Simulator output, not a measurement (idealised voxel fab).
process module | voxel wiring stack
The figure presents cross-section cut, which has a width of 200 nm and is divided into square cells with an edge length of 5 nm.
Cross-section spec: square-cell grid; bands listed top down; each band is one or more rows.
It is stipulated that each band's entry specify, in nanometres, the height of the top of the band and then that of its bottom, followed by the materials of the band in left-to-right sequence, each together with its width in nanometres. A single material marked by the word "all across" is understood to fill the band from edge to edge; the word "blank" is understood to denote empty space.
Counting heights begins at 0, where everything beneath is, in the wafer as received, one material. The lowest band has no bottom; it goes on downwards, as "z 0 and below" shows.
A width such as "30->40" changes by the same amount from each row of cells to the next, from the band's top row to its bottom row.
A step reported as "identical to before" is a step in which no cell of the cross-section changed.
Listed in "Enclosed internal cavities": every empty space of 8 or more cells without an open way to the top. Form: width x height at distance, the distance being from the left edge, all in nm.
Text after the settings on a step's line: the simulator's own remark on that step.
The setting "overlay nm" may be written on the line of a step. When the step uses a mask, the value reports how far to the right of the planned place the mask lay, and a negative value reports that it lay to the left.
PLANNED STEP LIST FOR THE PROCESS
1. RECEIVE,material Si
2. CONFORMAL_DEP,material SiO2,thk nm 10
3. DIRECTIONAL_DEP,material TiN,thk nm 5
4. DIRECTIONAL_DEP,material W,thk nm 25
5. DIRECTIONAL_DEP,material aC,thk nm 15
6. PATTERN,tone cover,mask id METAL_1,material resist,width nm 20,pitch nm 40,thk nm 35,overlay nm 0
7. DIRECTIONAL_ETCH,etch materials aC,depth nm 15
8. STRIP,etch materials resist
9. DIRECTIONAL_ETCH,etch materials W,depth nm 25
10. DIRECTIONAL_ETCH,etch materials TiN,depth nm 5
11. STRIP,etch materials aC
12. FILL_DEP,material lowk,thk nm 5
13. CMP,height nm 40
14. CONFORMAL_DEP,material SiCN,thk nm 5
15. DIRECTIONAL_DEP,material lowk,thk nm 10
16. DIRECTIONAL_DEP,material aC,thk nm 15
17. PATTERN,tone open,mask id PLUG_1,material resist,width nm 15,pitch nm 40,thk nm 35,overlay nm 0
18. DIRECTIONAL_ETCH,etch materials aC,depth nm 15
19. STRIP,etch materials resist
20. DIRECTIONAL_ETCH,etch materials lowk,depth nm 10
21. DIRECTIONAL_ETCH,etch materials SiCN,depth nm 5
22. STRIP,etch materials aC
23. EPI,material Ru,thk nm 10
24. EPI,material Ru,thk nm 5
25. CONFORMAL_DEP,material SiN,thk nm 5
26. DIRECTIONAL_DEP,material SiO2,thk nm 15
27. MASKED_ETCH,tone open,mask id METAL_2,width nm 20,pitch nm 40,etch materials SiO2,depth nm 15,overlay nm 0
28. MASKED_ETCH,tone open,mask id METAL_2,width nm 20,pitch nm 40,etch materials SiN,depth nm 5,overlay nm 0
29. CONFORMAL_DEP,material TiN,thk nm 5
30. FILL_DEP,material W,thk nm 5
31. CMP,height nm 75
32. EPI,material Ru,thk nm 5
33. FILL_DEP,material SiCN,thk nm 5
34. DIRECTIONAL_DEP,material SiO2,thk nm 15
35. DIRECTIONAL_DEP,material aC,thk nm 10
36. PATTERN,tone open,mask id PLUG_2,material resist,width nm 15,pitch nm 40,thk nm 25,overlay nm 0
37. DIRECTIONAL_ETCH,etch materials aC,depth nm 10
38. STRIP,etch materials resist
39. DIRECTIONAL_ETCH,etch materials SiO2,depth nm 15
40. DIRECTIONAL_ETCH,etch materials SiCN,depth nm 5
41. STRIP,etch materials aC
42. EPI,material Ru,thk nm 10
43. EPI,material Ru,thk nm 10
44. DIRECTIONAL_DEP,material TiN,thk nm 5
45. DIRECTIONAL_DEP,material W,thk nm 15
46. MASKED_ETCH,tone cover,mask id METAL_3,width nm 20,pitch nm 40,etch materials W,depth nm 15,overlay nm 0
47. MASKED_ETCH,tone cover,mask id METAL_3,width nm 20,pitch nm 40,etch materials TiN,depth nm 5,overlay nm 0
48. FILL_DEP,material SiO2,thk nm 10
49. CMP,height nm 120
50. CONFORMAL_DEP,material SiN,thk nm 5
CROSS-SECTION, INCOMING MATERIAL, AFTER STEP 1
  z 0 and below: Si all across
  Enclosed internal cavities: none
WAFER AT MODULE END, IN SECTION. BEGAN AS ABOVE, PLANNED AS ABOVE, RUN WITH ONE MISTAKE
  z 125 to 120: SiN all across
  z 120 to 105: SiO2: 50 | W: 20 | SiO2: 20 | W: 20 | SiO2: 20 | W: 20 | SiO2: 50
  z 105 to 100: SiO2: 50 | TiN: 20 | SiO2: 20 | TiN: 20 | SiO2: 20 | TiN: 20 | SiO2: 50
  z 100 to 85: SiO2: 50 | Ru: 15 | SiO2: 25 | Ru: 15 | SiO2: 25 | Ru: 15 | SiO2: 55
  z 85 to 75: SiCN: 50->45 | Ru: 15->30 | SiCN: 25->10 | Ru: 15->30 | SiCN: 25->10 | Ru: 15->30 | SiCN: 55->45
  z 75 to 60: SiO2: 50 | TiN: 5 | W: 10 | TiN: 5 | SiO2: 20 | TiN: 5 | W: 10 | TiN: 5 | SiO2: 20 | TiN: 5 | W: 10 | TiN: 5 | SiO2: 50
  z 60 to 55: SiN: 50 | TiN: 20 | SiN: 20 | TiN: 20 | SiN: 20 | TiN: 20 | SiN: 50
  z 55 to 45: lowk: 45 | Ru: 25 | lowk: 15 | Ru: 25 | lowk: 15 | Ru: 25 | lowk: 50
  z 45 to 40: SiCN: 45 | Ru: 25 | SiCN: 15 | Ru: 25 | SiCN: 15 | Ru: 25 | SiCN: 50
  z 40 to 15: lowk: 50 | W: 20 | lowk: 20 | W: 20 | lowk: 20 | W: 20 | lowk: 50
  z 15 to 10: lowk: 50 | TiN: 20 | lowk: 20 | TiN: 20 | lowk: 20 | TiN: 20 | lowk: 50
  z 10 to 0: SiO2 all across
  z 0 and below: Si all across
  Enclosed internal cavities: none
It is concluded that the wafer was processed incorrectly with respect to the plan, in that rather than as planned, step 17 actually ran as PATTERN,tone open,mask id PLUG_1,material resist,width nm 25,pitch nm 40,thk nm 35,overlay nm 0
